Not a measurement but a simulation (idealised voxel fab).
process module | voxel transistor to metal
cross-section cut | 170 nm wide | cells 5 nm
A cross-section is a grid of square cells, given in bands from the top down. A band is one or more rows of cells.
Each band's line starts with the height of the band's top and of its bottom, in nm. Then come its materials from left to right, each with its width in nm. One material with "throughout" fills the band from edge to edge. "air" is empty space.
Height 0 is the level under which the wafer as received is all one material. The lowest band goes on downwards, as in "0 down".
A width such as "30 to 40" changes by the same amount from each row of cells to the next, from the band's top row to its bottom row.
"no change" after a step means that no cell of the cross-section changed.
closed voids: empty space of 8 cells or more with no open way to the top, each as width x height at its distance from the left edge, in nm
after a step's settings: what the simulator itself notes on the step
overlay nm, on a step with a mask: how far to the right of its planned place the mask lay; to the left if negative
plan
1 op RECEIVE | material Si
2 op CONFORMAL_DEP | material SiO2 | thk nm 5
3 op CONFORMAL_DEP | material SiN | thk nm 15
4 op DIRECTIONAL_DEP | material aC | thk nm 15
5 op PATTERN | tone cover | mask id ACTIVE | material resist | width nm 125 | thk nm 30 | overlay nm 0
6 op DIRECTIONAL_ETCH | etch materials aC | depth nm 15
7 op STRIP | etch materials resist
8 op DIRECTIONAL_ETCH | etch materials SiN | depth nm 15
9 op DIRECTIONAL_ETCH | etch materials SiO2 | depth nm 5
10 op DIRECTIONAL_ETCH | etch materials Si | depth nm 30
11 op STRIP | etch materials aC
12 op FILL_DEP | material SiO2 | thk nm 5
13 op CMP | height nm 20
14 op SELECTIVE_ETCH | etch materials SiO2 | depth nm 10
15 op STRIP | etch materials SiN
16 op SELECTIVE_ETCH | etch materials SiO2 | depth nm 5
17 op OXIDIZE | depth nm 5
18 op DIRECTIONAL_DEP | material polySi | thk nm 30
19 op DIRECTIONAL_DEP | material SiCN | thk nm 10
20 op PATTERN | tone cover | mask id GATE | material resist | width nm 25 | thk nm 20 | overlay nm 0
21 op DIRECTIONAL_ETCH | etch materials SiCN | depth nm 20
22 op DIRECTIONAL_ETCH | etch materials polySi | depth nm 40
23 op STRIP | etch materials resist
24 op CONFORMAL_DEP | material SiO2 | thk nm 5
25 op DIRECTIONAL_ETCH | etch materials SiO2 | depth nm 5
26 op CONFORMAL_DEP | material SiN | thk nm 5
27 op DIRECTIONAL_ETCH | etch materials SiN | depth nm 5
28 op DIRECTIONAL_ETCH | etch materials SiO2 | depth nm 5
29 op DIRECTIONAL_ETCH | etch materials Si | depth nm 15
30 op EPI | material SiGe | thk nm 20
31 op FILL_DEP | material SiO2 | thk nm 5
32 op CMP | height nm 30
33 op STRIP | etch materials polySi
34 op SELECTIVE_ETCH | etch materials SiO2 | depth nm 5
35 op CONFORMAL_DEP | material HfO2 | thk nm 5
36 op CONFORMAL_DEP | material TiN | thk nm 5
37 op FILL_DEP | material W | thk nm 5
38 op CMP | height nm 25
39 op DIRECTIONAL_DEP | material SiO2 | thk nm 10
40 op PATTERN | tone open | mask id CONTACT | material resist | width nm 20 | pitch nm 85 | thk nm 20 | overlay nm 0
41 op DIRECTIONAL_ETCH | etch materials SiO2 | depth nm 20
42 op STRIP | etch materials resist
43 op CONFORMAL_DEP | material TiN | thk nm 5
44 op FILL_DEP | material W | thk nm 10
45 op CMP | height nm 35
46 op CONFORMAL_DEP | material SiCN | thk nm 5
47 op DIRECTIONAL_DEP | material lowk | thk nm 15
48 op DIRECTIONAL_DEP | material aC | thk nm 10
49 op PATTERN | tone open | mask id METAL_1 | material resist | width nm 20 | pitch nm 85 | thk nm 30 | overlay nm 0
50 op DIRECTIONAL_ETCH | etch materials aC | depth nm 10
51 op STRIP | etch materials resist
52 op DIRECTIONAL_ETCH | etch materials lowk | depth nm 15
53 op DIRECTIONAL_ETCH | etch materials SiCN | depth nm 5
54 op STRIP | etch materials aC
55 op CONFORMAL_DEP | material TiN | thk nm 5
56 op FILL_DEP | material Cu | thk nm 5
57 op CMP | height nm 55
58 op EPI | material Ru | thk nm 5
59 op FILL_DEP | material SiCN | thk nm 5
60 op DIRECTIONAL_DEP | material SiO2 | thk nm 25
61 op DIRECTIONAL_DEP | material aC | thk nm 10
62 op PATTERN | tone open | mask id METAL_2_HOLES | material resist | width nm 15 | pitch nm 85 | thk nm 30 | overlay nm 0
63 op DIRECTIONAL_ETCH | etch materials aC | depth nm 10
64 op STRIP | etch materials resist
65 op DIRECTIONAL_ETCH | etch materials SiO2 | depth nm 25
66 op STRIP | etch materials aC
67 op PATTERN | tone open | mask id METAL_2 | material resist | width nm 20 | pitch nm 85 | thk nm 15 | overlay nm 0
68 op DIRECTIONAL_ETCH | etch materials SiO2 | depth nm 15
69 op DIRECTIONAL_ETCH | etch materials SiCN | depth nm 5
70 op STRIP | etch materials resist
71 op CONFORMAL_DEP | material TiN | thk nm 5
72 op FILL_DEP | material Cu | thk nm 10
73 op CMP | height nm 90
74 op CONFORMAL_DEP | material SiN | thk nm 5
as received, after step 1
  0 down: Si throughout
  closed voids: none
first wafer at the end, as planned
  95 to 90: SiN throughout
  90 to 80: SiO2 30 | TiN 5 | Cu 10 | TiN 5 | SiO2 65 | TiN 5 | Cu 10 | TiN 5 | SiO2 35
  80 to 75: SiO2 30 | TiN 5 | Cu 5 | TiN 10 | SiO2 65 | TiN 5 | Cu 5 | TiN 10 | SiO2 35
  75 to 65: SiO2 30 | TiN 5 | Cu 5 | TiN 5 | SiO2 70 | TiN 5 | Cu 5 | TiN 5 | SiO2 40
  65 to 60: SiCN 30 | TiN 15 | SiCN 70 | TiN 15 | SiCN 40
  60 to 55: SiCN 25 | Ru 30 | SiCN 55 | Ru 30 | SiCN 30
  55 to 40: lowk 30 | TiN 5 | Cu 10 | TiN 5 | lowk 65 | TiN 5 | Cu 10 | TiN 5 | lowk 35
  40 to 35: SiCN 30 | TiN 20 | SiCN 65 | TiN 20 | SiCN 35
  35 to 25: SiO2 30 | TiN 5 | W 10 | TiN 5 | SiO2 65 | TiN 5 | W 10 | TiN 5 | SiO2 35
  25 to 20: SiO2 30 | TiN 5 | W 10 | TiN 5 | SiO2 10 | SiN 5 | HfO2 5 | TiN 5 | W 15 | TiN 5 | HfO2 5 | SiN 5 | SiO2 10 | TiN 5 | W 10 | TiN 5 | SiO2 35
  20 to 15: SiO2 30 | TiN 20 | SiO2 10 | SiN 5 | HfO2 5 | TiN 5 | W 15 | TiN 5 | HfO2 5 | SiN 5 | SiO2 10 | TiN 20 | SiO2 35
  15 to 5: SiO2 15 | SiGe 45 | SiN 5 | HfO2 5 | TiN 5 | W 15 | TiN 5 | HfO2 5 | SiN 5 | SiGe 45 | SiO2 20
  5 to 0: SiO2 15 | SiGe 5 | SiN 5 | SiGe 35 | SiN 5 | HfO2 5 | TiN 25 | HfO2 5 | SiN 5 | SiGe 35 | SiN 5 | SiGe 5 | SiO2 20
  0 to -5: SiO2 25 | SiGe 35 | SiO2 5 | HfO2 35 | SiO2 5 | SiGe 35 | SiO2 30
  -5 to -20: SiO2 20 | Si 5 | SiGe 35 | Si 45 | SiGe 35 | Si 5 | SiO2 25
  -20 to -30: SiO2 20 | Si 125 | SiO2 25
  -30 down: Si throughout
  closed voids: none
second wafer at the end: like start, like plan, one mistake
  95 to 90: SiN throughout
  90 to 80: SiO2 30 | TiN 5 | Cu 10 | TiN 5 | SiO2 65 | TiN 5 | Cu 10 | TiN 5 | SiO2 35
  80 to 75: SiO2 30 | TiN 5 | Cu 5 | TiN 10 | SiO2 65 | TiN 5 | Cu 5 | TiN 10 | SiO2 35
  75 to 65: SiO2 30 | TiN 5 | Cu 5 | TiN 5 | SiO2 70 | TiN 5 | Cu 5 | TiN 5 | SiO2 40
  65 to 60: SiCN 30 | TiN 15 | SiCN 70 | TiN 15 | SiCN 40
  60 to 55: SiCN 25 | Ru 30 | SiCN 55 | Ru 30 | SiCN 30
  55 to 40: lowk 30 | TiN 5 | Cu 10 | TiN 5 | lowk 65 | TiN 5 | Cu 10 | TiN 5 | lowk 35
  40 to 35: SiCN 30 | TiN 20 | SiCN 65 | TiN 20 | SiCN 35
  35 to 25: SiO2 30 | TiN 5 | W 10 | TiN 5 | SiO2 65 | TiN 5 | W 10 | TiN 5 | SiO2 35
  25 to 20: SiO2 30 | TiN 5 | W 10 | TiN 5 | SiO2 10 | SiN 5 | TiN 5 | HfO2 5 | W 15 | HfO2 5 | TiN 5 | SiN 5 | SiO2 10 | TiN 5 | W 10 | TiN 5 | SiO2 35
  20 to 15: SiO2 30 | TiN 20 | SiO2 10 | SiN 5 | TiN 5 | HfO2 5 | W 15 | HfO2 5 | TiN 5 | SiN 5 | SiO2 10 | TiN 20 | SiO2 35
  15 to 5: SiO2 15 | SiGe 45 | SiN 5 | TiN 5 | HfO2 5 | W 15 | HfO2 5 | TiN 5 | SiN 5 | SiGe 45 | SiO2 20
  5 to 0: SiO2 15 | SiGe 5 | SiN 5 | SiGe 35 | SiN 5 | TiN 5 | HfO2 25 | TiN 5 | SiN 5 | SiGe 35 | SiN 5 | SiGe 5 | SiO2 20
  0 to -5: SiO2 25 | SiGe 35 | SiO2 5 | TiN 35 | SiO2 5 | SiGe 35 | SiO2 30
  -5 to -20: SiO2 20 | Si 5 | SiGe 35 | Si 45 | SiGe 35 | Si 5 | SiO2 25
  -20 to -30: SiO2 20 | Si 125 | SiO2 25
  -30 down: Si throughout
  closed voids: none
what went wrong: steps 35 and 36 were swapped
at the end the second wafer has, in cells: 4 fewer of HfO2 | 4 more of TiN
